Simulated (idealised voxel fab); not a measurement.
Process module heading - voxel gate over fins
In the cross-section labelled cut, the width is 270 nm and each square cell is 5 nm.
Think of the cross-section as a grid of square cells. We describe it in bands, top to bottom, and each band covers one or more rows of those cells.
This entry defines a band. It first specifies the height of the band's top and the height of its bottom in nm, and then specifies the band's materials from left to right, stating each material with its width in nm. The word "edge to edge" identifies a single material that fills the band from edge to edge, while the word "blank" identifies empty space.
Convention: height 0 is the level below which the wafer, as received, is all one material. The lowest band does not terminate at the bottom but continues downward, represented as "0..down".
Quick explanation for "30..40": the width changes in equal steps down the rows of cells, from the first number in the band's top row to the second number in its bottom row.
When a step is marked "changes: none", none of the cells in the cross-section changed during that step.
Voids not open to the top, 8 cells minimum: see "Enclosed void listing". Written width x height at distance; distance is from the left edge; nm.
Text after the settings on a step's line: the simulator's own remark on that step.
The line of a step may include "overlay nm". On a step with a mask, this value is how far to the right of its planned place the mask lay. A negative value means the mask lay to the left.

THIS SECTION LISTS THE PROCESS STEPS THAT WERE PLANNED
| 1 | RECEIVE: material Si |
| 2 | CONFORMAL_DEP: material SiN, thk nm 10 |
| 3 | DIRECTIONAL_DEP: material aC, thk nm 15 |
| 4 | PATTERN: tone cover, mask id FINS, material resist, width nm 15, pitch nm 45, thk nm 30, overlay nm 0 |
| 5 | DIRECTIONAL_ETCH: etch materials aC, depth nm 15 |
| 6 | STRIP: etch materials resist |
| 7 | DIRECTIONAL_ETCH: etch materials SiN, depth nm 10 |
| 8 | DIRECTIONAL_ETCH: etch materials Si, depth nm 30 |
| 9 | STRIP: etch materials aC |
| 10 | FILL_DEP: material SiO2, thk nm 10 |
| 11 | CMP: height nm 10 |
| 12 | SELECTIVE_ETCH: etch materials SiO2, depth nm 25 |
| 13 | STRIP: etch materials SiN |
| 14 | CONFORMAL_DEP: material HfO2, thk nm 5 |
| 15 | CONFORMAL_DEP: material TiN, thk nm 5 |
| 16 | FILL_DEP: material W, thk nm 10 |
| 17 | CMP: height nm 15 |
| 18 | CONFORMAL_DEP: material SiCN, thk nm 10 |

AS-RECEIVED STATE OF THE WAFER IN CROSS-SECTION, EQUIVALENT TO POST-STEP 1
	0..down = Si edge to edge
	Enclosed void listing: none

FIRST OF TWO WAFERS AT THE END OF THE MODULE, SHOWN IN CROSS-SECTION; RUN CARRIED OUT AS PLANNED
	25..15 = SiCN edge to edge
	15..10 = W edge to edge
	10..5 = 50 of W, 35 of TiN, 10 of W, 35 of TiN, 10 of W, 35 of TiN, 10 of W, 35 of TiN, 50 of W
	5..0 = 50 of W, 5 of TiN, 25 of HfO2, 5 of TiN, 10 of W, 5 of TiN, 25 of HfO2, 5 of TiN, 10 of W, 5 of TiN, 25 of HfO2, 5 of TiN, 10 of W, 5 of TiN, 25 of HfO2, 5 of TiN, 50 of W
	0..-5 = 50 of W, 5 of TiN, 5 of HfO2, 15 of Si, 5 of HfO2, 5 of TiN, 10 of W, 5 of TiN, 5 of HfO2, 15 of Si, 5 of HfO2, 5 of TiN, 10 of W, 5 of TiN, 5 of HfO2, 15 of Si, 5 of HfO2, 5 of TiN, 10 of W, 5 of TiN, 5 of HfO2, 15 of Si, 5 of HfO2, 5 of TiN, 50 of W
	-5..-10 = 55 of TiN, 5 of HfO2, 15 of Si, 5 of HfO2, 20 of TiN, 5 of HfO2, 15 of Si, 5 of HfO2, 20 of TiN, 5 of HfO2, 15 of Si, 5 of HfO2, 20 of TiN, 5 of HfO2, 15 of Si, 5 of HfO2, 55 of TiN
	-10..-15 = 60 of HfO2, 15 of Si, 30 of HfO2, 15 of Si, 30 of HfO2, 15 of Si, 30 of HfO2, 15 of Si, 60 of HfO2
	-15..-30 = 60 of SiO2, 15 of Si, 30 of SiO2, 15 of Si, 30 of SiO2, 15 of Si, 30 of SiO2, 15 of Si, 60 of SiO2
	-30..down = Si edge to edge
	Enclosed void listing: none

WAFER TWO, SECTIONED AFTER THE MODULE: THE FIRST WAFER'S START, THE FIRST WAFER'S PLAN, AND ONE MISTAKE IN HOW IT WAS RUN
	25..15 = SiCN edge to edge
	15..5 = W edge to edge
	5..0 = 55 of W, 25 of TiN, 20 of W, 25 of TiN, 20 of W, 25 of TiN, 20 of W, 25 of TiN, 55 of W
	0..-10 = 55 of W, 5 of TiN, 15 of Si, 5 of TiN, 20 of W, 5 of TiN, 15 of Si, 5 of TiN, 20 of W, 5 of TiN, 15 of Si, 5 of TiN, 20 of W, 5 of TiN, 15 of Si, 5 of TiN, 55 of W
	-10..-15 = 60 of TiN, 15 of Si, 30 of TiN, 15 of Si, 30 of TiN, 15 of Si, 30 of TiN, 15 of Si, 60 of TiN
	-15..-30 = 60 of SiO2, 15 of Si, 30 of SiO2, 15 of Si, 30 of SiO2, 15 of Si, 30 of SiO2, 15 of Si, 60 of SiO2
	-30..down = Si edge to edge
	Enclosed void listing: none
The mistake made against the process plan was this: step 14 of the plan: omitted, not performed
at the end the second wafer has, in cells: -78 HfO2, +78 W
